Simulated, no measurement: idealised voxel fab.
process module | voxel air gaps
Xsec cut, 185 nm wide, square cell size 5 nm.
Notation: cross-section as square-cell grid; stated in bands, top first, going down; one or more cell rows per band. It is stipulated that each band's entry specify, in nanometres, the height of the top of the band and then that of its bottom, followed by the materials of the band in left-to-right sequence, each together with its width in nanometres. A single material marked by the word "full width" is understood to fill the band from edge to edge; the word "air" is understood to denote empty space. Basically, 0 is our baseline, since under it the wafer straight out of the box is all one material. The bottom band has no lower end and keeps on going down, so it looks like "0 and below". The width entry "30->40" should be interpreted row by row: the top row of cells in the band takes the first number, the bottom row takes the second number, and the change between adjacent rows is uniform throughout. You'll sometimes find "stayed the same" written for a step, and that's the way of saying that nowhere in the cross-section did a cell change during that step. Look at "Enclosed internal voids" for the closed voids: empty spaces with no open path to the top, sized 8 cells or up. Each is width x height at distance, distance from the left edge, all nm. Text after the settings on a step's line: the simulator's own remark on that step. overlay nm: mask right of planned place by this much (step with mask). Neg. = left.

### Steps in the process plan
1) RECEIVE with material Si
2) CONFORMAL_DEP with material SiO2, thk nm 10
3) CONFORMAL_DEP with material SiN, thk nm 5
4) DIRECTIONAL_DEP with material lowk, thk nm 40
5) PATTERN with tone open, mask id LINES, material resist, width nm 15, pitch nm 40, thk nm 15, overlay nm 0
6) DIRECTIONAL_ETCH with etch materials lowk, depth nm 40
7) STRIP with etch materials resist
8) CONFORMAL_DEP with material TiN, thk nm 5
9) FILL_DEP with material Ru, thk nm 10
10) CMP with height nm 55
11) EPI with material Ru, thk nm 10
12) SELECTIVE_ETCH with etch materials lowk, depth nm 50
13) CONFORMAL_DEP with material SiCN, thk nm 5

### So this is the incoming wafer in cross-section - it's already been through step 1
* 0 and below  Si full width
* Enclosed internal voids: none

### Final cross-section, module run with one mistake (start and plan as above)
* 85 down to 80  SiCN full width
* 80 down to 60  Ru full width
* 60 down to 55  TiN 50 nm, then Ru 5 nm, then TiN 35 nm, then Ru 5 nm, then TiN 35 nm, then Ru 5 nm, then TiN 50 nm
* 55 down to 20  lowk 45 nm, then TiN 5 nm, then Ru 5 nm, then TiN 5 nm, then lowk 25 nm, then TiN 5 nm, then Ru 5 nm, then TiN 5 nm, then lowk 25 nm, then TiN 5 nm, then Ru 5 nm, then TiN 5 nm, then lowk 45 nm
* 20 down to 15  lowk 45 nm, then TiN 15 nm, then lowk 25 nm, then TiN 15 nm, then lowk 25 nm, then TiN 15 nm, then lowk 45 nm
* 15 down to 10  SiN full width
* 10 down to 0  SiO2 full width
* 0 and below  Si full width
* Enclosed internal voids: none
Heads up, the wafer didn't run the way we planned it: the plan's step 10 was left out and never carried out
